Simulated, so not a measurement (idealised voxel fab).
Proc. module: voxel ribs on slabs
In the cross-section labelled cut, the width is 150 nm and each square cell is 5 nm.
A cross-section in this document is a grid of square cells, and it is written down as bands, the top band listed before the ones below it; a band is made up of one or more rows of cells.
The band entry comprises the height of the band's top followed by the height of its bottom, expressed in nm, and subsequently the band's materials from left to right, each stated together with its width in nm. Where a single material is marked with the word "throughout", that material fills the band from edge to edge. The word "air" represents empty space.
Heights from 0 (as-received wafer is one material below). Bottom band endless downward, as "top 0, no bottom".
A width given as "30->40" starts at the first number in the band's top row and ends at the second number in its bottom row, shifting by an equal amount at every step from row to row.
"changes: none" (step): cross-section cells unchanged, all of them.
Enclosed voids (no open way to top), threshold 8 cells or more, entry "Trapped voids", notation width x height at distance, distance from left edge, nm.
On each step's line, the part that comes after the settings is the simulator's own comment on the step.
Regarding "overlay nm": on a step with a mask, it is the distance the mask lay to the right of its planned place; a negative value places it to the left.
### Here's what the planned process steps look like
| 1 | RECEIVE (material Si) |
| 2 | DIRECTIONAL_DEP (material SiO2; thk nm 20) |
| 3 | DIRECTIONAL_DEP (material SiN; thk nm 25) |
| 4 | MASKED_ETCH (tone cover; mask id RIB; width nm 25; etch materials SiN; depth nm 15; overlay nm 0) |
| 5 | MASKED_ETCH (tone cover; mask id SLAB; width nm 75; etch materials SiN; depth nm 10; overlay nm 0) |
| 6 | FILL_DEP (material SiO2; thk nm 15) |
| 7 | CMP (height nm 55) |
| 8 | DIRECTIONAL_DEP (material W; thk nm 10) |
| 9 | DIRECTIONAL_DEP (material aC; thk nm 15) |
| 10 | PATTERN (tone cover; mask id HEATER; material resist; width nm 35; thk nm 30; overlay nm 0) |
| 11 | DIRECTIONAL_ETCH (etch materials aC; depth nm 15) |
| 12 | STRIP (etch materials resist) |
| 13 | DIRECTIONAL_ETCH (etch materials W; depth nm 10) |
| 14 | STRIP (etch materials aC) |
| 15 | CONFORMAL_DEP (material SiO2; thk nm 5) |
### Received-state cross-section, reflecting completion of step 1
> top 0, no bottom  Si throughout
> Trapped voids: none
### First of two wafers: cross-section at end of module, run per plan
> top 70, bottom 65  air (50) | SiO2 (45) | air (55)
> top 65, bottom 60  air (50) | SiO2 (5) | W (35) | SiO2 (5) | air (55)
> top 60, bottom 55  SiO2 (55) | W (35) | SiO2 (60)
> top 55, bottom 45  SiO2 throughout
> top 45, bottom 30  SiO2 (60) | SiN (25) | SiO2 (65)
> top 30, bottom 20  SiO2 (35) | SiN (75) | SiO2 (40)
> top 20, bottom 0  SiO2 throughout
> top 0, no bottom  Si throughout
> Trapped voids: none
### Now the second wafer, cross-sectioned at the end of the module. Nothing different at the start, nothing different in the plan compared with the first, just one mistake when it was actually run
> top 65, bottom 55  air (55) | W (35) | air (60)
> top 55, bottom 45  SiO2 throughout
> top 45, bottom 30  SiO2 (60) | SiN (25) | SiO2 (65)
> top 30, bottom 20  SiO2 (35) | SiN (75) | SiO2 (40)
> top 20, bottom 0  SiO2 throughout
> top 0, no bottom  Si throughout
> Trapped voids: none
Want to know what went wrong? plan step 15 never ran because it was skipped
Upon completion, the second wafer contains, in terms of cells, a greater or smaller amount of certain materials than the first wafer: SiO2: 34 fewer
